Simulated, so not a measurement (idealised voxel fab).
Presented below is a process module, voxel self aligned contacts.
This is section cut - it's 275 nm across, gridded in 5 nm square cells.
This document writes a cross-section as a grid whose cells are square, and gives it as bands, listed from the top down; one or more rows of cells form a band. The band entry comprises the height of the band's top followed by the height of its bottom, expressed in nm, and subsequently the band's materials from left to right, each stated together with its width in nm. Where a single material is marked with the word "edge to edge", that material fills the band from edge to edge. The word "blank" represents empty space. The reference from which all heights are counted is 0, the level beneath which the as-received wafer is entirely one material; the lowest band, having no lower bound, proceeds downward and is written after the example "z 0 and below". Note: "30 to 40" means the width goes from the first number (top row of the band) to the second number (bottom row) in equal steps per row of cells. "nothing different" means the step left every cell of the cross-section as it was. The entry "Internal closed voids" lists the empty spaces that cover at least 8 cells and have no open path to the top. Each is written as width x height at distance, where the distance is measured from the left edge and all three values are in nm. That trailing text on a step's line, after the settings, is the simulator's own remark on the step. overlay nm, on a step with a mask: how far to the right of its planned place the mask lay; to the left if negative. Reading guide: pairs of cross-sections, before and after one process step; after view cut off at lowest changed band; step and settings listed under each pair. Pairs may stem from different runs of this module on the same starting wafer; continuity with the pair above only where the "Pre-step geometry" entry states it.

Pre-step geometry:
  z 65 to 60 | TiN 75 nm | blank 50 nm | TiN 30 nm | blank 50 nm | TiN 70 nm
  z 60 to 50 | SiO2 70 nm | TiN 5 to 20 nm | blank 50 to 15 nm | TiN 5 to 25 nm | SiO2 20 nm | TiN 5 to 20 nm | blank 50 to 15 nm | TiN 5 to 25 nm | SiO2 65 nm
  z 50 to 25 | SiO2 30 nm | SiN 55 nm | TiN 5 nm | blank 15 nm | TiN 5 nm | SiN 55 nm | TiN 5 nm | blank 15 nm | TiN 5 nm | SiN 55 nm | SiO2 30 nm
  z 25 to 0 | SiO2 30 nm | SiN 10 nm | polySi 35 nm | SiN 10 nm | TiN 5 nm | blank 15 nm | TiN 5 nm | SiN 10 nm | polySi 35 nm | SiN 10 nm | TiN 5 nm | blank 15 nm | TiN 5 nm | SiN 10 nm | polySi 35 nm | SiN 10 nm | SiO2 30 nm
  z 0 to -5 | SiO2 85 nm | TiN 25 nm | SiO2 55 nm | TiN 25 nm | SiO2 85 nm
  z -5 and below | Si edge to edge
  Internal closed voids: none

Result of Step:
  z 75 to 65 | Ru edge to edge
  z 65 to 60 | TiN 75 nm | Ru 50 nm | TiN 30 nm | Ru 50 nm | TiN 70 nm
  z 60 to 50 | SiO2 70 nm | TiN 5 to 20 nm | Ru 50 to 15 nm | TiN 5 to 25 nm | SiO2 20 nm | TiN 5 to 20 nm | Ru 50 to 15 nm | TiN 5 to 25 nm | SiO2 65 nm
  z 50 to 25 | SiO2 30 nm | SiN 55 nm | TiN 5 nm | Ru 15 nm | TiN 5 nm | SiN 55 nm | TiN 5 nm | Ru 15 nm | TiN 5 nm | SiN 55 nm | SiO2 30 nm
  z 25 to 0 | SiO2 30 nm | SiN 10 nm | polySi 35 nm | SiN 10 nm | TiN 5 nm | Ru 15 nm | TiN 5 nm | SiN 10 nm | polySi 35 nm | SiN 10 nm | TiN 5 nm | Ru 15 nm | TiN 5 nm | SiN 10 nm | polySi 35 nm | SiN 10 nm | SiO2 30 nm
  Lower than 0, everything is as it was.
  Internal closed voids: none
Name the step between the before and after sections above: op FILL_DEP | material Ru | thk nm 10

Pre-step geometry: after-step cross-section of the pair just above applies.

Result of Step:
  z 60 to 50 | SiO2 70 nm | TiN 5 to 20 nm | Ru 50 to 15 nm | TiN 5 to 25 nm | SiO2 20 nm | TiN 5 to 20 nm | Ru 50 to 15 nm | TiN 5 to 25 nm | SiO2 65 nm
  Lower than 50, everything is as it was.
  Internal closed voids: none
Name the step between the before and after sections above: op CMP | height nm 60

Pre-step geometry: after-step cross-section of the pair just above applies.

Result of Step:
  z 65 to 60 | SiCN edge to edge
  Lower than 60, everything is as it was.
  Internal closed voids: none
Name the step between the before and after sections above: op CONFORMAL_DEP | material SiCN | thk nm 5

Pre-step geometry:
  z 65 to 50 | aC edge to edge
  z 50 to 25 | SiN edge to edge
  z 25 to 0 | polySi edge to edge
  z 0 to -5 | SiO2 edge to edge
  z -5 and below | Si edge to edge
  Internal closed voids: none

Result of Step:
  z 95 to 65 | blank 50 nm | resist 35 nm | blank 45 nm | resist 35 nm | blank 45 nm | resist 35 nm | blank 30 nm
  Lower than 65, everything is as it was.
  Internal closed voids: none
Name the step between the before and after sections above: op PATTERN | tone cover | mask id GATE | material resist | width nm 35 | pitch nm 80 | thk nm 30 | overlay nm 10

Pre-step geometry: after-step cross-section of the pair just above applies.

Result of Step:
  z 80 to 65 | blank 50 nm | resist 35 nm | blank 45 nm | resist 35 nm | blank 45 nm | resist 35 nm | blank 30 nm
  z 65 to 50 | blank 50 nm | aC 35 nm | blank 45 nm | aC 35 nm | blank 45 nm | aC 35 nm | blank 30 nm
  Lower than 50, everything is as it was.
  Internal closed voids: none
Name the step between the before and after sections above: op DIRECTIONAL_ETCH | etch materials aC | depth nm 15

Pre-step geometry: after-step cross-section of the pair just above applies.

Result of Step:
  z 65 to 50 | blank 50 nm | aC 35 nm | blank 45 nm | aC 35 nm | blank 45 nm | aC 35 nm | blank 30 nm
  Lower than 50, everything is as it was.
  Internal closed voids: none
Name the step between the before and after sections above: op STRIP | etch materials resist

Pre-step geometry: after-step cross-section of the pair just above applies.

Result of Step:
  z 65 to 50 | blank 50 nm | aC 35 nm | blank 45 nm | aC 35 nm | blank 45 nm | aC 35 nm | blank 30 nm
  z 50 to 25 | blank 50 nm | SiN 35 nm | blank 45 nm | SiN 35 nm | blank 45 nm | SiN 35 nm | blank 30 nm
  Lower than 25, everything is as it was.
  Internal closed voids: none
Name the step between the before and after sections above: op DIRECTIONAL_ETCH | etch materials SiN | depth nm 25

Pre-step geometry: after-step cross-section of the pair just above applies.

Result of Step:
  z 65 to 50 | blank 50 nm | aC 35 nm | blank 45 nm | aC 35 nm | blank 45 nm | aC 35 nm | blank 30 nm
  z 50 to 25 | blank 50 nm | SiN 35 nm | blank 45 nm | SiN 35 nm | blank 45 nm | SiN 35 nm | blank 30 nm
  z 25 to 0 | blank 50 nm | polySi 35 nm | blank 45 nm | polySi 35 nm | blank 45 nm | polySi 35 nm | blank 30 nm
  Lower than 0, everything is as it was.
  Internal closed voids: none
Name the step between the before and after sections above: op DIRECTIONAL_ETCH | etch materials polySi | depth nm 25

Pre-step geometry: after-step cross-section of the pair just above applies.

Result of Step:
  z 50 to 25 | blank 50 nm | SiN 35 nm | blank 45 nm | SiN 35 nm | blank 45 nm | SiN 35 nm | blank 30 nm
  Lower than 25, everything is as it was.
  Internal closed voids: none
Name the step between the before and after sections above: op STRIP | etch materials aC

Pre-step geometry: after-step cross-section of the pair just above applies.

Result of Step:
  z 60 to 25 | blank 40 nm | SiN 55 nm | blank 25 nm | SiN 55 nm | blank 25 nm | SiN 55 nm | blank 20 nm
  z 25 to 10 | blank 40 nm | SiN 10 nm | polySi 35 nm | SiN 10 nm | blank 25 nm | SiN 10 nm | polySi 35 nm | SiN 10 nm | blank 25 nm | SiN 10 nm | polySi 35 nm | SiN 10 nm | blank 20 nm
  z 10 to 0 | SiN 50 nm | polySi 35 nm | SiN 45 nm | polySi 35 nm | SiN 45 nm | polySi 35 nm | SiN 30 nm
  Lower than 0, everything is as it was.
  Internal closed voids: none
Name the step between the before and after sections above: op CONFORMAL_DEP | material SiN | thk nm 10

Pre-step geometry: after-step cross-section of the pair just above applies.

Result of Step:
  z 50 to 25 | blank 40 nm | SiN 55 nm | blank 25 nm | SiN 55 nm | blank 25 nm | SiN 55 nm | blank 20 nm
  z 25 to 0 | blank 40 nm | SiN 10 nm | polySi 35 nm | SiN 10 nm | blank 25 nm | SiN 10 nm | polySi 35 nm | SiN 10 nm | blank 25 nm | SiN 10 nm | polySi 35 nm | SiN 10 nm | blank 20 nm
  Lower than 0, everything is as it was.
  Internal closed voids: none
Name the step between the before and after sections above: op DIRECTIONAL_ETCH | etch materials SiN | depth nm 10

Pre-step geometry: after-step cross-section of the pair just above applies.

Result of Step:
  z 70 to 50 | SiO2 edge to edge
  z 50 to 25 | SiO2 40 nm | SiN 55 nm | SiO2 25 nm | SiN 55 nm | SiO2 25 nm | SiN 55 nm | SiO2 20 nm
  z 25 to 0 | SiO2 40 nm | SiN 10 nm | polySi 35 nm | SiN 10 nm | SiO2 25 nm | SiN 10 nm | polySi 35 nm | SiN 10 nm | SiO2 25 nm | SiN 10 nm | polySi 35 nm | SiN 10 nm | SiO2 20 nm
  Lower than 0, everything is as it was.
  Internal closed voids: none
Name the step between the before and after sections above: op FILL_DEP | material SiO2 | thk nm 20

Pre-step geometry: after-step cross-section of the pair just above applies.

Result of Step:
  z 60 to 50 | SiO2 edge to edge
  Lower than 50, everything is as it was.
  Internal closed voids: none
Name the step between the before and after sections above: op CMP | height nm 60

Pre-step geometry: after-step cross-section of the pair just above applies.

Result of Step:
  z 70 to 60 | aC edge to edge
  Lower than 60, everything is as it was.
  Internal closed voids: none
Name the step between the before and after sections above: op DIRECTIONAL_DEP | material aC | thk nm 10

Pre-step geometry: after-step cross-section of the pair just above applies.

Result of Step:
  z 95 to 70 | resist 70 nm | blank 55 nm | resist 25 nm | blank 55 nm | resist 70 nm
  Lower than 70, everything is as it was.
  Internal closed voids: none
Name the step between the before and after sections above: op PATTERN | tone open | mask id CONTACT | material resist | width nm 55 | pitch nm 80 | thk nm 25 | overlay nm 0

Pre-step geometry: after-step cross-section of the pair just above applies.

Result of Step:
  z 85 to 70 | resist 70 nm | blank 55 nm | resist 25 nm | blank 55 nm | resist 70 nm
  z 70 to 60 | aC 70 nm | blank 55 nm | aC 25 nm | blank 55 nm | aC 70 nm
  Lower than 60, everything is as it was.
  Internal closed voids: none
Name the step between the before and after sections above: op DIRECTIONAL_ETCH | etch materials aC | depth nm 10

Pre-step geometry: after-step cross-section of the pair just above applies.

Result of Step:
  z 70 to 60 | aC 70 nm | blank 55 nm | aC 25 nm | blank 55 nm | aC 70 nm
  Lower than 60, everything is as it was.
  Internal closed voids: none
Name the step between the before and after sections above: op STRIP | etch materials resist

Pre-step geometry: after-step cross-section of the pair just above applies.

Result of Step:
  z 70 to 60 | aC 70 nm | blank 55 nm | aC 25 nm | blank 55 nm | aC 70 nm
  z 60 to 50 | SiO2 70 nm | blank 55 nm | SiO2 25 nm | blank 55 nm | SiO2 70 nm
  z 50 to 25 | SiO2 40 nm | SiN 55 nm | blank 25 nm | SiN 55 nm | blank 25 nm | SiN 55 nm | SiO2 20 nm
  z 25 to 0 | SiO2 40 nm | SiN 10 nm | polySi 35 nm | SiN 10 nm | blank 25 nm | SiN 10 nm | polySi 35 nm | SiN 10 nm | blank 25 nm | SiN 10 nm | polySi 35 nm | SiN 10 nm | SiO2 20 nm
  z 0 to -5 | SiO2 95 nm | blank 25 nm | SiO2 55 nm | blank 25 nm | SiO2 75 nm
  Lower than -5, everything is as it was.
  Internal closed voids: none
Name the step between the before and after sections above: op DIRECTIONAL_ETCH | etch materials SiO2 | depth nm 65

Pre-step geometry: after-step cross-section of the pair just above applies.

Result of Step:
  z 60 to 50 | SiO2 70 nm | blank 55 nm | SiO2 25 nm | blank 55 nm | SiO2 70 nm
  Lower than 50, everything is as it was.
  Internal closed voids: none
Name the step between the before and after sections above: op STRIP | etch materials aC

Pre-step geometry: after-step cross-section of the pair just above applies.

Result of Step:
  z 65 to 60 | TiN 75 nm | blank 45 nm | TiN 35 nm | blank 45 nm | TiN 75 nm
  z 60 to 50 | SiO2 70 nm | TiN 5 to 30 nm | blank 45 to 15 nm | TiN 5 to 10 nm | SiO2 25 nm | TiN 5 to 30 nm | blank 45 to 15 nm | TiN 5 to 10 nm | SiO2 70 nm
  z 50 to 25 | SiO2 40 nm | SiN 55 nm | TiN 5 nm | blank 15 nm | TiN 5 nm | SiN 55 nm | TiN 5 nm | blank 15 nm | TiN 5 nm | SiN 55 nm | SiO2 20 nm
  z 25 to 0 | SiO2 40 nm | SiN 10 nm | polySi 35 nm | SiN 10 nm | TiN 5 nm | blank 15 nm | TiN 5 nm | SiN 10 nm | polySi 35 nm | SiN 10 nm | TiN 5 nm | blank 15 nm | TiN 5 nm | SiN 10 nm | polySi 35 nm | SiN 10 nm | SiO2 20 nm
  z 0 to -5 | SiO2 95 nm | TiN 25 nm | SiO2 55 nm | TiN 25 nm | SiO2 75 nm
  Lower than -5, everything is as it was.
  Internal closed voids: none
Name the step between the before and after sections above: op CONFORMAL_DEP | material TiN | thk nm 5

Pre-step geometry: after-step cross-section of the pair just above applies.

Result of Step:
  z 75 to 65 | Ru edge to edge
  z 65 to 60 | TiN 75 nm | Ru 45 nm | TiN 35 nm | Ru 45 nm | TiN 75 nm
  z 60 to 50 | SiO2 70 nm | TiN 5 to 30 nm | Ru 45 to 15 nm | TiN 5 to 10 nm | SiO2 25 nm | TiN 5 to 30 nm | Ru 45 to 15 nm | TiN 5 to 10 nm | SiO2 70 nm
  z 50 to 25 | SiO2 40 nm | SiN 55 nm | TiN 5 nm | Ru 15 nm | TiN 5 nm | SiN 55 nm | TiN 5 nm | Ru 15 nm | TiN 5 nm | SiN 55 nm | SiO2 20 nm
  z 25 to 0 | SiO2 40 nm | SiN 10 nm | polySi 35 nm | SiN 10 nm | TiN 5 nm | Ru 15 nm | TiN 5 nm | SiN 10 nm | polySi 35 nm | SiN 10 nm | TiN 5 nm | Ru 15 nm | TiN 5 nm | SiN 10 nm | polySi 35 nm | SiN 10 nm | SiO2 20 nm
  Lower than 0, everything is as it was.
  Internal closed voids: none
Name the step between the before and after sections above: op FILL_DEP | material Ru | thk nm 10

Pre-step geometry: after-step cross-section of the pair just above applies.

Result of Step:
  z 60 to 50 | SiO2 70 nm | TiN 5 to 30 nm | Ru 45 to 15 nm | TiN 5 to 10 nm | SiO2 25 nm | TiN 5 to 30 nm | Ru 45 to 15 nm | TiN 5 to 10 nm | SiO2 70 nm
  Lower than 50, everything is as it was.
  Internal closed voids: none
Name the step between the before and after sections above: op CMP | height nm 60

Pre-step geometry: after-step cross-section of the pair just above applies.

Result of Step:
  z 65 to 60 | SiCN edge to edge
  Lower than 60, everything is as it was.
  Internal closed voids: none
Name the step between the before and after sections above: op CONFORMAL_DEP | material SiCN | thk nm 5

Pre-step geometry:
  z 25 to 0 | polySi edge to edge
  z 0 to -5 | SiO2 edge to edge
  z -5 and below | Si edge to edge
  Internal closed voids: none

Result of Step:
  z 50 to 25 | TiN edge to edge
  Lower than 25, everything is as it was.
  Internal closed voids: none
Name the step between the before and after sections above: op DIRECTIONAL_DEP | material TiN | thk nm 25

Pre-step geometry: after-step cross-section of the pair just above applies.

Result of Step:
  z 65 to 50 | aC edge to edge
  Lower than 50, everything is as it was.
  Internal closed voids: none
Name the step between the before and after sections above: op DIRECTIONAL_DEP | material aC | thk nm 15

Pre-step geometry: after-step cross-section of the pair just above applies.

Result of Step:
  z 95 to 65 | blank 40 nm | resist 35 nm | blank 45 nm | resist 35 nm | blank 45 nm | resist 35 nm | blank 40 nm
  Lower than 65, everything is as it was.
  Internal closed voids: none
Name the step between the before and after sections above: op PATTERN | tone cover | mask id GATE | material resist | width nm 35 | pitch nm 80 | thk nm 30 | overlay nm 0

Pre-step geometry: after-step cross-section of the pair just above applies.

Result of Step:
  z 80 to 65 | blank 40 nm | resist 35 nm | blank 45 nm | resist 35 nm | blank 45 nm | resist 35 nm | blank 40 nm
  z 65 to 50 | blank 40 nm | aC 35 nm | blank 45 nm | aC 35 nm | blank 45 nm | aC 35 nm | blank 40 nm
  Lower than 50, everything is as it was.
  Internal closed voids: none
Name the step between the before and after sections above: op DIRECTIONAL_ETCH | etch materials aC | depth nm 15

Pre-step geometry: after-step cross-section of the pair just above applies.

Result of Step:
  z 65 to 50 | blank 40 nm | aC 35 nm | blank 45 nm | aC 35 nm | blank 45 nm | aC 35 nm | blank 40 nm
  Lower than 50, everything is as it was.
  Internal closed voids: none
Name the step between the before and after sections above: op STRIP | etch materials resist

Pre-step geometry: after-step cross-section of the pair just above applies.

Result of Step:
  z 50 to 25 | TiN edge to edge
  Lower than 25, everything is as it was.
  Internal closed voids: none
Name the step between the before and after sections above: op STRIP | etch materials aC

Pre-step geometry: after-step cross-section of the pair just above applies.

Result of Step:
  z 60 to 50 | SiN edge to edge
  Lower than 50, everything is as it was.
  Internal closed voids: none
Name the step between the before and after sections above: op CONFORMAL_DEP | material SiN | thk nm 10

Pre-step geometry: after-step cross-section of the pair just above applies.

Result of Step:
  z 50 to 25 | TiN edge to edge
  Lower than 25, everything is as it was.
  Internal closed voids: none
Name the step between the before and after sections above: op DIRECTIONAL_ETCH | etch materials SiN | depth nm 10

Pre-step geometry: after-step cross-section of the pair just above applies.

Result of Step:
  z 70 to 50 | SiO2 edge to edge
  Lower than 50, everything is as it was.
  Internal closed voids: none
Name the step between the before and after sections above: op FILL_DEP | material SiO2 | thk nm 20

Pre-step geometry: after-step cross-section of the pair just above applies.

Result of Step:
  z 60 to 50 | SiO2 edge to edge
  Lower than 50, everything is as it was.
  Internal closed voids: none
Name the step between the before and after sections above: op CMP | height nm 60

Pre-step geometry: after-step cross-section of the pair just above applies.

Result of Step:
  z 70 to 60 | aC edge to edge
  Lower than 60, everything is as it was.
  Internal closed voids: none
Name the step between the before and after sections above: op DIRECTIONAL_DEP | material aC | thk nm 10

Pre-step geometry: after-step cross-section of the pair just above applies.

Result of Step:
  z 95 to 70 | resist 70 nm | blank 55 nm | resist 25 nm | blank 55 nm | resist 70 nm
  Lower than 70, everything is as it was.
  Internal closed voids: none
Name the step between the before and after sections above: op PATTERN | tone open | mask id CONTACT | material resist | width nm 55 | pitch nm 80 | thk nm 25 | overlay nm 0

Pre-step geometry: after-step cross-section of the pair just above applies.

Result of Step:
  z 85 to 70 | resist 70 nm | blank 55 nm | resist 25 nm | blank 55 nm | resist 70 nm
  z 70 to 60 | aC 70 nm | blank 55 nm | aC 25 nm | blank 55 nm | aC 70 nm
  Lower than 60, everything is as it was.
  Internal closed voids: none
Name the step between the before and after sections above: op DIRECTIONAL_ETCH | etch materials aC | depth nm 10

Pre-step geometry: after-step cross-section of the pair just above applies.

Result of Step:
  z 70 to 60 | aC 70 nm | blank 55 nm | aC 25 nm | blank 55 nm | aC 70 nm
  Lower than 60, everything is as it was.
  Internal closed voids: none
Name the step between the before and after sections above: op STRIP | etch materials resist

Pre-step geometry: after-step cross-section of the pair just above applies.

Result of Step:
  z 70 to 60 | aC 70 nm | blank 55 nm | aC 25 nm | blank 55 nm | aC 70 nm
  z 60 to 50 | SiO2 70 nm | blank 55 nm | SiO2 25 nm | blank 55 nm | SiO2 70 nm
  Lower than 50, everything is as it was.
  Internal closed voids: none
Name the step between the before and after sections above: op DIRECTIONAL_ETCH | etch materials SiO2 | depth nm 65

Pre-step geometry: after-step cross-section of the pair just above applies.

Result of Step:
  z 60 to 50 | SiO2 70 nm | blank 55 nm | SiO2 25 nm | blank 55 nm | SiO2 70 nm
  Lower than 50, everything is as it was.
  Internal closed voids: none
Name the step between the before and after sections above: op STRIP | etch materials aC

Pre-step geometry: after-step cross-section of the pair just above applies.

Result of Step:
  z 65 to 60 | TiN 75 nm | blank 45 nm | TiN 35 nm | blank 45 nm | TiN 75 nm
  z 60 to 55 | SiO2 70 nm | TiN 5 nm | blank 45 nm | TiN 5 nm | SiO2 25 nm | TiN 5 nm | blank 45 nm | TiN 5 nm | SiO2 70 nm
  z 55 to 50 | SiO2 70 nm | TiN 55 nm | SiO2 25 nm | TiN 55 nm | SiO2 70 nm
  Lower than 50, everything is as it was.
  Internal closed voids: none
Name the step between the before and after sections above: op CONFORMAL_DEP | material TiN | thk nm 5

Pre-step geometry: after-step cross-section of the pair just above applies.

Result of Step:
  z 75 to 65 | Ru edge to edge
  z 65 to 60 | TiN 75 nm | Ru 45 nm | TiN 35 nm | Ru 45 nm | TiN 75 nm
  z 60 to 55 | SiO2 70 nm | TiN 5 nm | Ru 45 nm | TiN 5 nm | SiO2 25 nm | TiN 5 nm | Ru 45 nm | TiN 5 nm | SiO2 70 nm
  Lower than 55, everything is as it was.
  Internal closed voids: none
Name the step between the before and after sections above: op FILL_DEP | material Ru | thk nm 10

Pre-step geometry: after-step cross-section of the pair just above applies.

Result of Step:
  z 60 to 55 | SiO2 70 nm | TiN 5 nm | Ru 45 nm | TiN 5 nm | SiO2 25 nm | TiN 5 nm | Ru 45 nm | TiN 5 nm | SiO2 70 nm
  Lower than 55, everything is as it was.
  Internal closed voids: none
Name the step between the before and after sections above: op CMP | height nm 60

Pre-step geometry: after-step cross-section of the pair just above applies.

Result of Step:
  z 65 to 60 | SiCN edge to edge
  Lower than 60, everything is as it was.
  Internal closed voids: none
Name the step between the before and after sections above: op CONFORMAL_DEP | material SiCN | thk nm 5

Pre-step geometry:
  z 65 to 50 | aC edge to edge
  z 50 to 25 | SiN edge to edge
  z 25 to 0 | polySi edge to edge
  z 0 to -5 | SiO2 edge to edge
  z -5 and below | Si edge to edge
  Internal closed voids: none

Result of Step:
  z 95 to 65 | resist 40 nm | blank 35 nm | resist 45 nm | blank 35 nm | resist 45 nm | blank 35 nm | resist 40 nm
  Lower than 65, everything is as it was.
  Internal closed voids: none
Name the step between the before and after sections above: op PATTERN | tone open | mask id GATE | material resist | width nm 35 | pitch nm 80 | thk nm 30 | overlay nm 0

Pre-step geometry: after-step cross-section of the pair just above applies.

Result of Step:
  z 80 to 65 | resist 40 nm | blank 35 nm | resist 45 nm | blank 35 nm | resist 45 nm | blank 35 nm | resist 40 nm
  z 65 to 50 | aC 40 nm | blank 35 nm | aC 45 nm | blank 35 nm | aC 45 nm | blank 35 nm | aC 40 nm
  Lower than 50, everything is as it was.
  Internal closed voids: none
Name the step between the before and after sections above: op DIRECTIONAL_ETCH | etch materials aC | depth nm 15

Pre-step geometry: after-step cross-section of the pair just above applies.

Result of Step:
  z 65 to 50 | aC 40 nm | blank 35 nm | aC 45 nm | blank 35 nm | aC 45 nm | blank 35 nm | aC 40 nm
  Lower than 50, everything is as it was.
  Internal closed voids: none
Name the step between the before and after sections above: op STRIP | etch materials resist

Pre-step geometry: after-step cross-section of the pair just above applies.

Result of Step:
  z 65 to 50 | aC 40 nm | blank 35 nm | aC 45 nm | blank 35 nm | aC 45 nm | blank 35 nm | aC 40 nm
  z 50 to 25 | SiN 40 nm | blank 35 nm | SiN 45 nm | blank 35 nm | SiN 45 nm | blank 35 nm | SiN 40 nm
  Lower than 25, everything is as it was.
  Internal closed voids: none
Name the step between the before and after sections above: op DIRECTIONAL_ETCH | etch materials SiN | depth nm 25

Pre-step geometry: after-step cross-section of the pair just above applies.

Result of Step:
  z 65 to 50 | aC 40 nm | blank 35 nm | aC 45 nm | blank 35 nm | aC 45 nm | blank 35 nm | aC 40 nm
  z 50 to 25 | SiN 40 nm | blank 35 nm | SiN 45 nm | blank 35 nm | SiN 45 nm | blank 35 nm | SiN 40 nm
  z 25 to 0 | polySi 40 nm | blank 35 nm | polySi 45 nm | blank 35 nm | polySi 45 nm | blank 35 nm | polySi 40 nm
  Lower than 0, everything is as it was.
  Internal closed voids: none
Name the step between the before and after sections above: op DIRECTIONAL_ETCH | etch materials polySi | depth nm 25

Pre-step geometry: after-step cross-section of the pair just above applies.

Result of Step:
  z 50 to 25 | SiN 40 nm | blank 35 nm | SiN 45 nm | blank 35 nm | SiN 45 nm | blank 35 nm | SiN 40 nm
  Lower than 25, everything is as it was.
  Internal closed voids: none
Name the step between the before and after sections above: op STRIP | etch materials aC

Pre-step geometry: after-step cross-section of the pair just above applies.

Result of Step:
  z 60 to 25 | SiN 50 nm | blank 15 nm | SiN 65 nm | blank 15 nm | SiN 65 nm | blank 15 nm | SiN 50 nm
  z 25 to 10 | polySi 40 nm | SiN 10 nm | blank 15 nm | SiN 10 nm | polySi 45 nm | SiN 10 nm | blank 15 nm | SiN 10 nm | polySi 45 nm | SiN 10 nm | blank 15 nm | SiN 10 nm | polySi 40 nm
  z 10 to 0 | polySi 40 nm | SiN 35 nm | polySi 45 nm | SiN 35 nm | polySi 45 nm | SiN 35 nm | polySi 40 nm
  Lower than 0, everything is as it was.
  Internal closed voids: none
Name the step between the before and after sections above: op CONFORMAL_DEP | material SiN | thk nm 10

Pre-step geometry: after-step cross-section of the pair just above applies.

Result of Step:
  z 50 to 25 | SiN 50 nm | blank 15 nm | SiN 65 nm | blank 15 nm | SiN 65 nm | blank 15 nm | SiN 50 nm
  z 25 to 0 | polySi 40 nm | SiN 10 nm | blank 15 nm | SiN 10 nm | polySi 45 nm | SiN 10 nm | blank 15 nm | SiN 10 nm | polySi 45 nm | SiN 10 nm | blank 15 nm | SiN 10 nm | polySi 40 nm
  Lower than 0, everything is as it was.
  Internal closed voids: none
Name the step between the before and after sections above: op DIRECTIONAL_ETCH | etch materials SiN | depth nm 10

Pre-step geometry: after-step cross-section of the pair just above applies.

Result of Step:
  z 70 to 50 | SiO2 edge to edge
  z 50 to 25 | SiN 50 nm | SiO2 15 nm | SiN 65 nm | SiO2 15 nm | SiN 65 nm | SiO2 15 nm | SiN 50 nm
  z 25 to 0 | polySi 40 nm | SiN 10 nm | SiO2 15 nm | SiN 10 nm | polySi 45 nm | SiN 10 nm | SiO2 15 nm | SiN 10 nm | polySi 45 nm | SiN 10 nm | SiO2 15 nm | SiN 10 nm | polySi 40 nm
  Lower than 0, everything is as it was.
  Internal closed voids: none
Name the step between the before and after sections above: op FILL_DEP | material SiO2 | thk nm 20

Pre-step geometry: after-step cross-section of the pair just above applies.

Result of Step:
  z 60 to 50 | SiO2 edge to edge
  Lower than 50, everything is as it was.
  Internal closed voids: none
Name the step between the before and after sections above: op CMP | height nm 60

Pre-step geometry: after-step cross-section of the pair just above applies.

Result of Step:
  z 70 to 60 | aC edge to edge
  Lower than 60, everything is as it was.
  Internal closed voids: none
Name the step between the before and after sections above: op DIRECTIONAL_DEP | material aC | thk nm 10

Pre-step geometry: after-step cross-section of the pair just above applies.

Result of Step:
  z 95 to 70 | resist 70 nm | blank 55 nm | resist 25 nm | blank 55 nm | resist 70 nm
  Lower than 70, everything is as it was.
  Internal closed voids: none
Name the step between the before and after sections above: op PATTERN | tone open | mask id CONTACT | material resist | width nm 55 | pitch nm 80 | thk nm 25 | overlay nm 0

Pre-step geometry: after-step cross-section of the pair just above applies.

Result of Step:
  z 85 to 70 | resist 70 nm | blank 55 nm | resist 25 nm | blank 55 nm | resist 70 nm
  z 70 to 60 | aC 70 nm | blank 55 nm | aC 25 nm | blank 55 nm | aC 70 nm
  Lower than 60, everything is as it was.
  Internal closed voids: none
Name the step between the before and after sections above: op DIRECTIONAL_ETCH | etch materials aC | depth nm 10

Pre-step geometry: after-step cross-section of the pair just above applies.

Result of Step:
  z 70 to 60 | aC 70 nm | blank 55 nm | aC 25 nm | blank 55 nm | aC 70 nm
  Lower than 60, everything is as it was.
  Internal closed voids: none
Name the step between the before and after sections above: op STRIP | etch materials resist

Pre-step geometry: after-step cross-section of the pair just above applies.

Result of Step:
  z 70 to 60 | aC 70 nm | blank 55 nm | aC 25 nm | blank 55 nm | aC 70 nm
  z 60 to 50 | SiO2 70 nm | blank 55 nm | SiO2 25 nm | blank 55 nm | SiO2 70 nm
  Lower than 50, everything is as it was.
  Internal closed voids: none
Name the step between the before and after sections above: op DIRECTIONAL_ETCH | etch materials SiO2 | depth nm 65

Pre-step geometry: after-step cross-section of the pair just above applies.

Result of Step:
  z 60 to 50 | SiO2 70 nm | blank 55 nm | SiO2 25 nm | blank 55 nm | SiO2 70 nm
  Lower than 50, everything is as it was.
  Internal closed voids: none
Name the step between the before and after sections above: op STRIP | etch materials aC

Pre-step geometry: after-step cross-section of the pair just above applies.

Result of Step:
  z 65 to 60 | TiN 75 nm | blank 45 nm | TiN 35 nm | blank 45 nm | TiN 75 nm
  z 60 to 55 | SiO2 70 nm | TiN 5 nm | blank 45 nm | TiN 5 nm | SiO2 25 nm | TiN 5 nm | blank 45 nm | TiN 5 nm | SiO2 70 nm
  z 55 to 50 | SiO2 70 nm | TiN 55 nm | SiO2 25 nm | TiN 55 nm | SiO2 70 nm
  Lower than 50, everything is as it was.
  Internal closed voids: none
Name the step between the before and after sections above: op CONFORMAL_DEP | material TiN | thk nm 5

Pre-step geometry: after-step cross-section of the pair just above applies.

Result of Step:
  z 75 to 65 | Ru edge to edge
  z 65 to 60 | TiN 75 nm | Ru 45 nm | TiN 35 nm | Ru 45 nm | TiN 75 nm
  z 60 to 55 | SiO2 70 nm | TiN 5 nm | Ru 45 nm | TiN 5 nm | SiO2 25 nm | TiN 5 nm | Ru 45 nm | TiN 5 nm | SiO2 70 nm
  Lower than 55, everything is as it was.
  Internal closed voids: none
Name the step between the before and after sections above: op FILL_DEP | material Ru | thk nm 10

Pre-step geometry: after-step cross-section of the pair just above applies.

Result of Step:
  z 60 to 55 | SiO2 70 nm | TiN 5 nm | Ru 45 nm | TiN 5 nm | SiO2 25 nm | TiN 5 nm | Ru 45 nm | TiN 5 nm | SiO2 70 nm
  Lower than 55, everything is as it was.
  Internal closed voids: none
Name the step between the before and after sections above: op CMP | height nm 60

Pre-step geometry: after-step cross-section of the pair just above applies.

Result of Step:
  z 65 to 60 | SiCN edge to edge
  Lower than 60, everything is as it was.
  Internal closed voids: none
Name the step between the before and after sections above: op CONFORMAL_DEP | material SiCN | thk nm 5
